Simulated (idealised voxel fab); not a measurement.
Process module heading - voxel transistor to metal
Square cells of 5 nm make up the cross-section cut, whose width is 285 nm.
Cross-section layout: square cells on a grid; listed as bands, top to bottom; a band spans one or more cell rows.
Quick guide to a band line: top height, bottom height (nm) up front; then every material left to right with its width in nm. Only one material and it's marked "throughout"? Then it fills the band edge to edge. And "empty" just means empty space.
Heights from 0 (as-received wafer is one material below). Bottom band endless downward, as "0 nm and below".
When a width is written as two numbers, as in "30->40", the first number is the width in the top row of cells of the band and the second is the width in its bottom row, and the width changes by the same amount from each row to the next.
Where a step carries "no change occurred", the cross-section came out of it unchanged, cell for cell.
The entry "Cavities, sealed" lists the empty spaces that cover at least 8 cells and have no open path to the top. Each is written as width x height at distance, where the distance is measured from the left edge and all three values are in nm.
Past the settings on a step's line: simulator remark, on that step.
The optional step-line setting "overlay nm" applies to steps with a mask and quantifies how far to the right of its planned location the mask lay, a negative value indicating leftward placement.

THE STEPS PLANNED FOR THE PROCESS ARE AS FOLLOWS
1,RECEIVE [material Si]
2,CONFORMAL_DEP [material SiO2] [thk nm 5]
3,CONFORMAL_DEP [material SiN] [thk nm 15]
4,PATTERN [tone cover] [mask id ACTIVE] [material resist] [width nm 110] [pitch nm 140] [thk nm 15] [overlay nm 0]
5,DIRECTIONAL_ETCH [etch materials SiN] [depth nm 15]
6,DIRECTIONAL_ETCH [etch materials SiO2] [depth nm 5]
7,DIRECTIONAL_ETCH [etch materials Si] [depth nm 25]
8,STRIP [etch materials resist]
9,FILL_DEP [material SiO2] [thk nm 15]
10,CMP [height nm 20]
11,SELECTIVE_ETCH [etch materials SiO2] [depth nm 10]
12,STRIP [etch materials SiN]
13,SELECTIVE_ETCH [etch materials SiO2] [depth nm 5]
14,OXIDIZE [depth nm 5]
15,DIRECTIONAL_DEP [material polySi] [thk nm 20]
16,DIRECTIONAL_DEP [material SiCN] [thk nm 15]
17,MASKED_ETCH [tone cover] [mask id GATE] [width nm 20] [pitch nm 140] [etch materials SiCN] [depth nm 25] [overlay nm 0]
18,MASKED_ETCH [tone cover] [mask id GATE] [width nm 20] [pitch nm 140] [etch materials polySi] [depth nm 30] [overlay nm 0]
19,CONFORMAL_DEP [material SiN] [thk nm 10]
20,DIRECTIONAL_ETCH [etch materials SiN] [depth nm 10]
21,DIRECTIONAL_ETCH [etch materials SiO2] [depth nm 5]
22,DIRECTIONAL_ETCH [etch materials Si] [depth nm 5]
23,EPI [material nSi] [thk nm 10]
24,FILL_DEP [material SiO2] [thk nm 5]
25,CMP [height nm 35]
26,DIRECTIONAL_DEP [material SiO2] [thk nm 15]
27,DIRECTIONAL_DEP [material aC] [thk nm 15]
28,PATTERN [tone open] [mask id CONTACT] [material resist] [width nm 20] [pitch nm 70] [thk nm 30] [overlay nm 0]
29,DIRECTIONAL_ETCH [etch materials aC] [depth nm 15]
30,STRIP [etch materials resist]
31,DIRECTIONAL_ETCH [etch materials SiO2] [depth nm 50]
32,STRIP [etch materials aC]
33,CONFORMAL_DEP [material TiN] [thk nm 5]
34,FILL_DEP [material Ru] [thk nm 5]
35,CMP [height nm 50]
36,DIRECTIONAL_DEP [material TiN] [thk nm 5]
37,DIRECTIONAL_DEP [material W] [thk nm 25]
38,PATTERN [tone cover] [mask id METAL_1] [material resist] [width nm 20] [pitch nm 70] [thk nm 20] [overlay nm 0]
39,DIRECTIONAL_ETCH [etch materials W] [depth nm 25]
40,DIRECTIONAL_ETCH [etch materials TiN] [depth nm 5]
41,STRIP [etch materials resist]
42,CONFORMAL_DEP [material SiN] [thk nm 5]
43,FILL_DEP [material lowk] [thk nm 5]
44,CMP [height nm 80]
45,CONFORMAL_DEP [material SiCN] [thk nm 5]

FIRST OUT OF TWO WAFERS; RUN WENT TO PLAN

THIS IS THE CROSS-SECTION OF THE WAFER AS WE RECEIVED IT, I.E. AFTER STEP 1
    0 nm and below | Si throughout
    Cavities, sealed: none

WAFER AFTER STEP 2 (CROSS-SECTION)
    5 nm to 0 nm | SiO2 throughout
    Anything lower than 0 is untouched.

WAFER AFTER STEP 3 (CROSS-SECTION)
    20 nm to 5 nm | SiN throughout
    Anything lower than 5 is untouched.

WAFER AFTER STEP 4 (CROSS-SECTION)
    35 nm to 20 nm | empty: 15 / resist: 110 / empty: 30 / resist: 110 / empty: 20
    Anything lower than 20 is untouched.

WAFER AFTER STEP 5 (CROSS-SECTION)
    35 nm to 20 nm | empty: 15 / resist: 110 / empty: 30 / resist: 110 / empty: 20
    20 nm to 5 nm | empty: 15 / SiN: 110 / empty: 30 / SiN: 110 / empty: 20
    Anything lower than 5 is untouched.

WAFER AFTER STEP 6 (CROSS-SECTION)
    35 nm to 20 nm | empty: 15 / resist: 110 / empty: 30 / resist: 110 / empty: 20
    20 nm to 5 nm | empty: 15 / SiN: 110 / empty: 30 / SiN: 110 / empty: 20
    5 nm to 0 nm | empty: 15 / SiO2: 110 / empty: 30 / SiO2: 110 / empty: 20
    Anything lower than 0 is untouched.

WAFER AFTER STEP 7 (CROSS-SECTION)
    35 nm to 20 nm | empty: 15 / resist: 110 / empty: 30 / resist: 110 / empty: 20
    20 nm to 5 nm | empty: 15 / SiN: 110 / empty: 30 / SiN: 110 / empty: 20
    5 nm to 0 nm | empty: 15 / SiO2: 110 / empty: 30 / SiO2: 110 / empty: 20
    0 nm to -25 nm | empty: 15 / Si: 110 / empty: 30 / Si: 110 / empty: 20
    Anything lower than -25 is untouched.

WAFER AFTER STEP 8 (CROSS-SECTION)
    20 nm to 5 nm | empty: 15 / SiN: 110 / empty: 30 / SiN: 110 / empty: 20
    Anything lower than 5 is untouched.

WAFER AFTER STEP 9 (CROSS-SECTION)
    35 nm to 20 nm | SiO2 throughout
    20 nm to 5 nm | SiO2: 15 / SiN: 110 / SiO2: 30 / SiN: 110 / SiO2: 20
    5 nm to 0 nm | SiO2 throughout
    0 nm to -25 nm | SiO2: 15 / Si: 110 / SiO2: 30 / Si: 110 / SiO2: 20
    Anything lower than -25 is untouched.

WAFER AFTER STEP 10 (CROSS-SECTION)
    20 nm to 5 nm | SiO2: 15 / SiN: 110 / SiO2: 30 / SiN: 110 / SiO2: 20
    Anything lower than 5 is untouched.

WAFER AFTER STEP 11 (CROSS-SECTION)
    20 nm to 10 nm | empty: 15 / SiN: 110 / empty: 30 / SiN: 110 / empty: 20
    Anything lower than 10 is untouched.

WAFER AFTER STEP 12 (CROSS-SECTION)
    10 nm to 5 nm | SiO2: 15 / empty: 110 / SiO2: 30 / empty: 110 / SiO2: 20
    Anything lower than 5 is untouched.

WAFER AFTER STEP 13 (CROSS-SECTION)
    5 nm to 0 nm | SiO2: 10 / empty: 120 / SiO2: 20 / empty: 120 / SiO2: 15
    Anything lower than 0 is untouched.

WAFER AFTER STEP 14 (CROSS-SECTION)
    5 nm to 0 nm | SiO2: 10 / empty: 120 / SiO2: 20 / empty: 120 / SiO2: 15
    0 nm to -5 nm | SiO2 throughout
    Anything lower than -5 is untouched.

WAFER AFTER STEP 15 (CROSS-SECTION)
    25 nm to 20 nm | polySi: 10 / empty: 120 / polySi: 20 / empty: 120 / polySi: 15
    20 nm to 5 nm | polySi throughout
    5 nm to 0 nm | SiO2: 10 / polySi: 120 / SiO2: 20 / polySi: 120 / SiO2: 15
    Anything lower than 0 is untouched.

WAFER AFTER STEP 16 (CROSS-SECTION)
    40 nm to 35 nm | SiCN: 10 / empty: 120 / SiCN: 20 / empty: 120 / SiCN: 15
    35 nm to 25 nm | SiCN throughout
    25 nm to 20 nm | polySi: 10 / SiCN: 120 / polySi: 20 / SiCN: 120 / polySi: 15
    Anything lower than 20 is untouched.

WAFER AFTER STEP 17 (CROSS-SECTION)
    35 nm to 25 nm | empty: 60 / SiCN: 20 / empty: 120 / SiCN: 20 / empty: 65
    25 nm to 20 nm | polySi: 10 / empty: 50 / SiCN: 20 / empty: 50 / polySi: 20 / empty: 50 / SiCN: 20 / empty: 50 / polySi: 15
    Anything lower than 20 is untouched.

WAFER AFTER STEP 18 (CROSS-SECTION)
    35 nm to 20 nm | empty: 60 / SiCN: 20 / empty: 120 / SiCN: 20 / empty: 65
    20 nm to 5 nm | empty: 60 / polySi: 20 / empty: 120 / polySi: 20 / empty: 65
    5 nm to 0 nm | SiO2: 10 / empty: 50 / polySi: 20 / empty: 50 / SiO2: 20 / empty: 50 / polySi: 20 / empty: 50 / SiO2: 15
    Anything lower than 0 is untouched.

WAFER AFTER STEP 19 (CROSS-SECTION)
    45 nm to 35 nm | empty: 50 / SiN: 40 / empty: 100 / SiN: 40 / empty: 55
    35 nm to 20 nm | empty: 50 / SiN: 10 / SiCN: 20 / SiN: 10 / empty: 100 / SiN: 10 / SiCN: 20 / SiN: 10 / empty: 55
    20 nm to 15 nm | empty: 50 / SiN: 10 / polySi: 20 / SiN: 10 / empty: 100 / SiN: 10 / polySi: 20 / SiN: 10 / empty: 55
    15 nm to 10 nm | SiN: 20 / empty: 30 / SiN: 10 / polySi: 20 / SiN: 10 / empty: 30 / SiN: 40 / empty: 30 / SiN: 10 / polySi: 20 / SiN: 10 / empty: 30 / SiN: 25
    10 nm to 5 nm | SiN: 60 / polySi: 20 / SiN: 120 / polySi: 20 / SiN: 65
    5 nm to 0 nm | SiO2: 10 / SiN: 50 / polySi: 20 / SiN: 50 / SiO2: 20 / SiN: 50 / polySi: 20 / SiN: 50 / SiO2: 15
    Anything lower than 0 is untouched.

WAFER AFTER STEP 20 (CROSS-SECTION)
    35 nm to 20 nm | empty: 50 / SiN: 10 / SiCN: 20 / SiN: 10 / empty: 100 / SiN: 10 / SiCN: 20 / SiN: 10 / empty: 55
    20 nm to 5 nm | empty: 50 / SiN: 10 / polySi: 20 / SiN: 10 / empty: 100 / SiN: 10 / polySi: 20 / SiN: 10 / empty: 55
    5 nm to 0 nm | SiO2: 10 / SiN: 10 / empty: 30 / SiN: 10 / polySi: 20 / SiN: 10 / empty: 30 / SiN: 10 / SiO2: 20 / SiN: 10 / empty: 30 / SiN: 10 / polySi: 20 / SiN: 10 / empty: 30 / SiN: 10 / SiO2: 15
    Anything lower than 0 is untouched.

WAFER AFTER STEP 21 (CROSS-SECTION)
    35 nm to 20 nm | empty: 50 / SiN: 10 / SiCN: 20 / SiN: 10 / empty: 100 / SiN: 10 / SiCN: 20 / SiN: 10 / empty: 55
    20 nm to 5 nm | empty: 50 / SiN: 10 / polySi: 20 / SiN: 10 / empty: 100 / SiN: 10 / polySi: 20 / SiN: 10 / empty: 55
    5 nm to 0 nm | empty: 10 / SiN: 10 / empty: 30 / SiN: 10 / polySi: 20 / SiN: 10 / empty: 30 / SiN: 10 / empty: 20 / SiN: 10 / empty: 30 / SiN: 10 / polySi: 20 / SiN: 10 / empty: 30 / SiN: 10 / empty: 15
    0 nm to -5 nm | SiO2: 20 / empty: 30 / SiO2: 40 / empty: 30 / SiO2: 40 / empty: 30 / SiO2: 40 / empty: 30 / SiO2: 25
    Anything lower than -5 is untouched.

WAFER AFTER STEP 22 (CROSS-SECTION)
    35 nm to 20 nm | empty: 50 / SiN: 10 / SiCN: 20 / SiN: 10 / empty: 100 / SiN: 10 / SiCN: 20 / SiN: 10 / empty: 55
    20 nm to 5 nm | empty: 50 / SiN: 10 / polySi: 20 / SiN: 10 / empty: 100 / SiN: 10 / polySi: 20 / SiN: 10 / empty: 55
    5 nm to 0 nm | empty: 10 / SiN: 10 / empty: 30 / SiN: 10 / polySi: 20 / SiN: 10 / empty: 30 / SiN: 10 / empty: 20 / SiN: 10 / empty: 30 / SiN: 10 / polySi: 20 / SiN: 10 / empty: 30 / SiN: 10 / empty: 15
    0 nm to -5 nm | SiO2: 20 / empty: 30 / SiO2: 40 / empty: 30 / SiO2: 40 / empty: 30 / SiO2: 40 / empty: 30 / SiO2: 25
    -5 nm to -10 nm | SiO2: 15 / Si: 5 / empty: 30 / Si: 40 / empty: 30 / Si: 5 / SiO2: 30 / Si: 5 / empty: 30 / Si: 40 / empty: 30 / Si: 5 / SiO2: 20
    Anything lower than -10 is untouched.

WAFER AFTER STEP 23 (CROSS-SECTION)
    35 nm to 20 nm | empty: 50 / SiN: 10 / SiCN: 20 / SiN: 10 / empty: 100 / SiN: 10 / SiCN: 20 / SiN: 10 / empty: 55
    20 nm to 5 nm | empty: 50 / SiN: 10 / polySi: 20 / SiN: 10 / empty: 100 / SiN: 10 / polySi: 20 / SiN: 10 / empty: 55
    5 nm to 0 nm | empty: 10 / SiN: 10 / nSi: 10 / empty: 10 / nSi: 10 / SiN: 10 / polySi: 20 / SiN: 10 / nSi: 10 / empty: 10 / nSi: 10 / SiN: 10 / empty: 20 / SiN: 10 / nSi: 10 / empty: 10 / nSi: 10 / SiN: 10 / polySi: 20 / SiN: 10 / nSi: 10 / empty: 10 / nSi: 10 / SiN: 10 / empty: 15
    0 nm to -5 nm | SiO2: 20 / nSi: 30 / SiO2: 40 / nSi: 30 / SiO2: 40 / nSi: 30 / SiO2: 40 / nSi: 30 / SiO2: 25
    -5 nm to -10 nm | SiO2: 15 / Si: 5 / nSi: 30 / Si: 40 / nSi: 30 / Si: 5 / SiO2: 30 / Si: 5 / nSi: 30 / Si: 40 / nSi: 30 / Si: 5 / SiO2: 20
    Anything lower than -10 is untouched.

WAFER AFTER STEP 24 (CROSS-SECTION)
    40 nm to 35 nm | SiO2 throughout
    35 nm to 20 nm | SiO2: 50 / SiN: 10 / SiCN: 20 / SiN: 10 / SiO2: 100 / SiN: 10 / SiCN: 20 / SiN: 10 / SiO2: 55
    20 nm to 5 nm | SiO2: 50 / SiN: 10 / polySi: 20 / SiN: 10 / SiO2: 100 / SiN: 10 / polySi: 20 / SiN: 10 / SiO2: 55
    5 nm to 0 nm | SiO2: 10 / SiN: 10 / nSi: 10 / SiO2: 10 / nSi: 10 / SiN: 10 / polySi: 20 / SiN: 10 / nSi: 10 / SiO2: 10 / nSi: 10 / SiN: 10 / SiO2: 20 / SiN: 10 / nSi: 10 / SiO2: 10 / nSi: 10 / SiN: 10 / polySi: 20 / SiN: 10 / nSi: 10 / SiO2: 10 / nSi: 10 / SiN: 10 / SiO2: 15
    Anything lower than 0 is untouched.

WAFER AFTER STEP 25 (CROSS-SECTION)
    35 nm to 20 nm | SiO2: 50 / SiN: 10 / SiCN: 20 / SiN: 10 / SiO2: 100 / SiN: 10 / SiCN: 20 / SiN: 10 / SiO2: 55
    Anything lower than 20 is untouched.

WAFER AFTER STEP 26 (CROSS-SECTION)
    50 nm to 35 nm | SiO2 throughout
    Anything lower than 35 is untouched.

WAFER AFTER STEP 27 (CROSS-SECTION)
    65 nm to 50 nm | aC throughout
    Anything lower than 50 is untouched.

WAFER AFTER STEP 28 (CROSS-SECTION)
    95 nm to 65 nm | resist: 25 / empty: 20 / resist: 50 / empty: 20 / resist: 50 / empty: 20 / resist: 50 / empty: 20 / resist: 30
    Anything lower than 65 is untouched.

WAFER AFTER STEP 29 (CROSS-SECTION)
    80 nm to 65 nm | resist: 25 / empty: 20 / resist: 50 / empty: 20 / resist: 50 / empty: 20 / resist: 50 / empty: 20 / resist: 30
    65 nm to 50 nm | aC: 25 / empty: 20 / aC: 50 / empty: 20 / aC: 50 / empty: 20 / aC: 50 / empty: 20 / aC: 30
    Anything lower than 50 is untouched.

WAFER AFTER STEP 30 (CROSS-SECTION)
    65 nm to 50 nm | aC: 25 / empty: 20 / aC: 50 / empty: 20 / aC: 50 / empty: 20 / aC: 50 / empty: 20 / aC: 30
    Anything lower than 50 is untouched.

WAFER AFTER STEP 31 (CROSS-SECTION)
    65 nm to 50 nm | aC: 25 / empty: 20 / aC: 50 / empty: 20 / aC: 50 / empty: 20 / aC: 50 / empty: 20 / aC: 30
    50 nm to 35 nm | SiO2: 25 / empty: 20 / SiO2: 50 / empty: 20 / SiO2: 50 / empty: 20 / SiO2: 50 / empty: 20 / SiO2: 30
    35 nm to 20 nm | SiO2: 25 / empty: 20 / SiO2: 5 / SiN: 10 / SiCN: 20 / SiN: 10 / SiO2: 5 / empty: 20 / SiO2: 50 / empty: 20 / SiO2: 5 / SiN: 10 / SiCN: 20 / SiN: 10 / SiO2: 5 / empty: 20 / SiO2: 30
    20 nm to 5 nm | SiO2: 25 / empty: 20 / SiO2: 5 / SiN: 10 / polySi: 20 / SiN: 10 / SiO2: 5 / empty: 20 / SiO2: 50 / empty: 20 / SiO2: 5 / SiN: 10 / polySi: 20 / SiN: 10 / SiO2: 5 / empty: 20 / SiO2: 30
    5 nm to 0 nm | SiO2: 10 / SiN: 10 / nSi: 10 / empty: 10 / nSi: 10 / SiN: 10 / polySi: 20 / SiN: 10 / nSi: 10 / empty: 10 / nSi: 10 / SiN: 10 / SiO2: 20 / SiN: 10 / nSi: 10 / empty: 10 / nSi: 10 / SiN: 10 / polySi: 20 / SiN: 10 / nSi: 10 / empty: 10 / nSi: 10 / SiN: 10 / SiO2: 15
    Anything lower than 0 is untouched.

WAFER AFTER STEP 32 (CROSS-SECTION)
    50 nm to 35 nm | SiO2: 25 / empty: 20 / SiO2: 50 / empty: 20 / SiO2: 50 / empty: 20 / SiO2: 50 / empty: 20 / SiO2: 30
    Anything lower than 35 is untouched.

WAFER AFTER STEP 33 (CROSS-SECTION)
    55 nm to 50 nm | TiN: 30 / empty: 10 / TiN: 60 / empty: 10 / TiN: 60 / empty: 10 / TiN: 60 / empty: 10 / TiN: 35
    50 nm to 35 nm | SiO2: 25 / TiN: 5 / empty: 10 / TiN: 5 / SiO2: 50 / TiN: 5 / empty: 10 / TiN: 5 / SiO2: 50 / TiN: 5 / empty: 10 / TiN: 5 / SiO2: 50 / TiN: 5 / empty: 10 / TiN: 5 / SiO2: 30
    35 nm to 20 nm | SiO2: 25 / TiN: 5 / empty: 10 / TiN: 5 / SiO2: 5 / SiN: 10 / SiCN: 20 / SiN: 10 / SiO2: 5 / TiN: 5 / empty: 10 / TiN: 5 / SiO2: 50 / TiN: 5 / empty: 10 / TiN: 5 / SiO2: 5 / SiN: 10 / SiCN: 20 / SiN: 10 / SiO2: 5 / TiN: 5 / empty: 10 / TiN: 5 / SiO2: 30
    20 nm to 10 nm | SiO2: 25 / TiN: 5 / empty: 10 / TiN: 5 / SiO2: 5 / SiN: 10 / polySi: 20 / SiN: 10 / SiO2: 5 / TiN: 5 / empty: 10 / TiN: 5 / SiO2: 50 / TiN: 5 / empty: 10 / TiN: 5 / SiO2: 5 / SiN: 10 / polySi: 20 / SiN: 10 / SiO2: 5 / TiN: 5 / empty: 10 / TiN: 5 / SiO2: 30
    10 nm to 5 nm | SiO2: 25 / TiN: 20 / SiO2: 5 / SiN: 10 / polySi: 20 / SiN: 10 / SiO2: 5 / TiN: 20 / SiO2: 50 / TiN: 20 / SiO2: 5 / SiN: 10 / polySi: 20 / SiN: 10 / SiO2: 5 / TiN: 20 / SiO2: 30
    5 nm to 0 nm | SiO2: 10 / SiN: 10 / nSi: 10 / TiN: 10 / nSi: 10 / SiN: 10 / polySi: 20 / SiN: 10 / nSi: 10 / TiN: 10 / nSi: 10 / SiN: 10 / SiO2: 20 / SiN: 10 / nSi: 10 / TiN: 10 / nSi: 10 / SiN: 10 / polySi: 20 / SiN: 10 / nSi: 10 / TiN: 10 / nSi: 10 / SiN: 10 / SiO2: 15
    Anything lower than 0 is untouched.

WAFER AFTER STEP 34 (CROSS-SECTION)
    60 nm to 55 nm | Ru throughout
    55 nm to 50 nm | TiN: 30 / Ru: 10 / TiN: 60 / Ru: 10 / TiN: 60 / Ru: 10 / TiN: 60 / Ru: 10 / TiN: 35
    50 nm to 35 nm | SiO2: 25 / TiN: 5 / Ru: 10 / TiN: 5 / SiO2: 50 / TiN: 5 / Ru: 10 / TiN: 5 / SiO2: 50 / TiN: 5 / Ru: 10 / TiN: 5 / SiO2: 50 / TiN: 5 / Ru: 10 / TiN: 5 / SiO2: 30
    35 nm to 20 nm | SiO2: 25 / TiN: 5 / Ru: 10 / TiN: 5 / SiO2: 5 / SiN: 10 / SiCN: 20 / SiN: 10 / SiO2: 5 / TiN: 5 / Ru: 10 / TiN: 5 / SiO2: 50 / TiN: 5 / Ru: 10 / TiN: 5 / SiO2: 5 / SiN: 10 / SiCN: 20 / SiN: 10 / SiO2: 5 / TiN: 5 / Ru: 10 / TiN: 5 / SiO2: 30
    20 nm to 10 nm | SiO2: 25 / TiN: 5 / Ru: 10 / TiN: 5 / SiO2: 5 / SiN: 10 / polySi: 20 / SiN: 10 / SiO2: 5 / TiN: 5 / Ru: 10 / TiN: 5 / SiO2: 50 / TiN: 5 / Ru: 10 / TiN: 5 / SiO2: 5 / SiN: 10 / polySi: 20 / SiN: 10 / SiO2: 5 / TiN: 5 / Ru: 10 / TiN: 5 / SiO2: 30
    Anything lower than 10 is untouched.

WAFER AFTER STEP 35 (CROSS-SECTION)
    50 nm to 35 nm | SiO2: 25 / TiN: 5 / Ru: 10 / TiN: 5 / SiO2: 50 / TiN: 5 / Ru: 10 / TiN: 5 / SiO2: 50 / TiN: 5 / Ru: 10 / TiN: 5 / SiO2: 50 / TiN: 5 / Ru: 10 / TiN: 5 / SiO2: 30
    Anything lower than 35 is untouched.

WAFER AFTER STEP 36 (CROSS-SECTION)
    55 nm to 50 nm | TiN throughout
    Anything lower than 50 is untouched.

WAFER AFTER STEP 37 (CROSS-SECTION)
    80 nm to 55 nm | W throughout
    Anything lower than 55 is untouched.

WAFER AFTER STEP 38 (CROSS-SECTION)
    100 nm to 80 nm | empty: 25 / resist: 20 / empty: 50 / resist: 20 / empty: 50 / resist: 20 / empty: 50 / resist: 20 / empty: 30
    Anything lower than 80 is untouched.

WAFER AFTER STEP 39 (CROSS-SECTION)
    100 nm to 80 nm | empty: 25 / resist: 20 / empty: 50 / resist: 20 / empty: 50 / resist: 20 / empty: 50 / resist: 20 / empty: 30
    80 nm to 55 nm | empty: 25 / W: 20 / empty: 50 / W: 20 / empty: 50 / W: 20 / empty: 50 / W: 20 / empty: 30
    Anything lower than 55 is untouched.

WAFER AFTER STEP 40 (CROSS-SECTION)
    100 nm to 80 nm | empty: 25 / resist: 20 / empty: 50 / resist: 20 / empty: 50 / resist: 20 / empty: 50 / resist: 20 / empty: 30
    80 nm to 55 nm | empty: 25 / W: 20 / empty: 50 / W: 20 / empty: 50 / W: 20 / empty: 50 / W: 20 / empty: 30
    55 nm to 50 nm | empty: 25 / TiN: 20 / empty: 50 / TiN: 20 / empty: 50 / TiN: 20 / empty: 50 / TiN: 20 / empty: 30
    Anything lower than 50 is untouched.

WAFER AFTER STEP 41 (CROSS-SECTION)
    80 nm to 55 nm | empty: 25 / W: 20 / empty: 50 / W: 20 / empty: 50 / W: 20 / empty: 50 / W: 20 / empty: 30
    Anything lower than 55 is untouched.

WAFER AFTER STEP 42 (CROSS-SECTION)
    85 nm to 80 nm | empty: 20 / SiN: 30 / empty: 40 / SiN: 30 / empty: 40 / SiN: 30 / empty: 40 / SiN: 30 / empty: 25
    80 nm to 55 nm | empty: 20 / SiN: 5 / W: 20 / SiN: 5 / empty: 40 / SiN: 5 / W: 20 / SiN: 5 / empty: 40 / SiN: 5 / W: 20 / SiN: 5 / empty: 40 / SiN: 5 / W: 20 / SiN: 5 / empty: 25
    55 nm to 50 nm | SiN: 25 / TiN: 20 / SiN: 50 / TiN: 20 / SiN: 50 / TiN: 20 / SiN: 50 / TiN: 20 / SiN: 30
    Anything lower than 50 is untouched.

WAFER AFTER STEP 43 (CROSS-SECTION)
    90 nm to 85 nm | lowk throughout
    85 nm to 80 nm | lowk: 20 / SiN: 30 / lowk: 40 / SiN: 30 / lowk: 40 / SiN: 30 / lowk: 40 / SiN: 30 / lowk: 25
    80 nm to 55 nm | lowk: 20 / SiN: 5 / W: 20 / SiN: 5 / lowk: 40 / SiN: 5 / W: 20 / SiN: 5 / lowk: 40 / SiN: 5 / W: 20 / SiN: 5 / lowk: 40 / SiN: 5 / W: 20 / SiN: 5 / lowk: 25
    Anything lower than 55 is untouched.

WAFER AFTER STEP 44 (CROSS-SECTION)
    80 nm to 55 nm | lowk: 20 / SiN: 5 / W: 20 / SiN: 5 / lowk: 40 / SiN: 5 / W: 20 / SiN: 5 / lowk: 40 / SiN: 5 / W: 20 / SiN: 5 / lowk: 40 / SiN: 5 / W: 20 / SiN: 5 / lowk: 25
    Anything lower than 55 is untouched.

WAFER AFTER STEP 45 (CROSS-SECTION)
    85 nm to 80 nm | SiCN throughout
    Anything lower than 80 is untouched.

IT IS TO BE NOTED THAT THE SECOND WAFER PROCEEDED FROM THE SAME INITIAL STATE AND ACCORDING TO THE SAME PLAN AS THE FIRST, ALTHOUGH ONE MISTAKE WAS COMMITTED IN ITS EXECUTION; THROUGH STEP 34, INCLUSIVE, THE TWO WAFERS SHARE AN IDENTICAL HISTORY

LOOK AT THE SECOND WAFER IN CROSS-SECTION AT THE TIME STEP 35 OUGHT TO HAVE FINISHED
    40 nm to 35 nm | SiO2: 25 / TiN: 5 / Ru: 10 / TiN: 5 / SiO2: 50 / TiN: 5 / Ru: 10 / TiN: 5 / SiO2: 50 / TiN: 5 / Ru: 10 / TiN: 5 / SiO2: 50 / TiN: 5 / Ru: 10 / TiN: 5 / SiO2: 30
    Anything lower than 35 is untouched.

LOOK AT THE SECOND WAFER IN CROSS-SECTION AT THE TIME STEP 36 OUGHT TO HAVE FINISHED
    45 nm to 40 nm | TiN throughout
    Anything lower than 40 is untouched.

LOOK AT THE SECOND WAFER IN CROSS-SECTION AT THE TIME STEP 37 OUGHT TO HAVE FINISHED
    70 nm to 45 nm | W throughout
    Anything lower than 45 is untouched.

LOOK AT THE SECOND WAFER IN CROSS-SECTION AT THE TIME STEP 38 OUGHT TO HAVE FINISHED
    90 nm to 70 nm | empty: 25 / resist: 20 / empty: 50 / resist: 20 / empty: 50 / resist: 20 / empty: 50 / resist: 20 / empty: 30
    Anything lower than 70 is untouched.

LOOK AT THE SECOND WAFER IN CROSS-SECTION AT THE TIME STEP 39 OUGHT TO HAVE FINISHED
    90 nm to 70 nm | empty: 25 / resist: 20 / empty: 50 / resist: 20 / empty: 50 / resist: 20 / empty: 50 / resist: 20 / empty: 30
    70 nm to 45 nm | empty: 25 / W: 20 / empty: 50 / W: 20 / empty: 50 / W: 20 / empty: 50 / W: 20 / empty: 30
    Anything lower than 45 is untouched.

LOOK AT THE SECOND WAFER IN CROSS-SECTION AT THE TIME STEP 40 OUGHT TO HAVE FINISHED
    90 nm to 70 nm | empty: 25 / resist: 20 / empty: 50 / resist: 20 / empty: 50 / resist: 20 / empty: 50 / resist: 20 / empty: 30
    70 nm to 45 nm | empty: 25 / W: 20 / empty: 50 / W: 20 / empty: 50 / W: 20 / empty: 50 / W: 20 / empty: 30
    45 nm to 40 nm | empty: 25 / TiN: 20 / empty: 50 / TiN: 20 / empty: 50 / TiN: 20 / empty: 50 / TiN: 20 / empty: 30
    Anything lower than 40 is untouched.

LOOK AT THE SECOND WAFER IN CROSS-SECTION AT THE TIME STEP 41 OUGHT TO HAVE FINISHED
    70 nm to 45 nm | empty: 25 / W: 20 / empty: 50 / W: 20 / empty: 50 / W: 20 / empty: 50 / W: 20 / empty: 30
    Anything lower than 45 is untouched.

LOOK AT THE SECOND WAFER IN CROSS-SECTION AT THE TIME STEP 42 OUGHT TO HAVE FINISHED
    75 nm to 70 nm | empty: 20 / SiN: 30 / empty: 40 / SiN: 30 / empty: 40 / SiN: 30 / empty: 40 / SiN: 30 / empty: 25
    70 nm to 45 nm | empty: 20 / SiN: 5 / W: 20 / SiN: 5 / empty: 40 / SiN: 5 / W: 20 / SiN: 5 / empty: 40 / SiN: 5 / W: 20 / SiN: 5 / empty: 40 / SiN: 5 / W: 20 / SiN: 5 / empty: 25
    45 nm to 40 nm | SiN: 25 / TiN: 20 / SiN: 50 / TiN: 20 / SiN: 50 / TiN: 20 / SiN: 50 / TiN: 20 / SiN: 30
    Anything lower than 40 is untouched.

LOOK AT THE SECOND WAFER IN CROSS-SECTION AT THE TIME STEP 43 OUGHT TO HAVE FINISHED
    80 nm to 75 nm | lowk throughout
    75 nm to 70 nm | lowk: 20 / SiN: 30 / lowk: 40 / SiN: 30 / lowk: 40 / SiN: 30 / lowk: 40 / SiN: 30 / lowk: 25
    70 nm to 45 nm | lowk: 20 / SiN: 5 / W: 20 / SiN: 5 / lowk: 40 / SiN: 5 / W: 20 / SiN: 5 / lowk: 40 / SiN: 5 / W: 20 / SiN: 5 / lowk: 40 / SiN: 5 / W: 20 / SiN: 5 / lowk: 25
    Anything lower than 45 is untouched.

Look at the second wafer in cross-section at the time step 44 ought to have finished: no change occurred

LOOK AT THE SECOND WAFER IN CROSS-SECTION AT THE TIME STEP 45 OUGHT TO HAVE FINISHED
    85 nm to 80 nm | SiCN throughout
    Anything lower than 80 is untouched.
Which mistake was made when the wafer was run? contrary to plan, step 35 was performed as CMP [height nm 40]
Count the cells at the end and the second wafer has more or fewer of some materials than the first: Ru: 16 fewer | SiN: 24 more | SiO2: 82 fewer | TiN: 16 fewer | lowk: 90 more
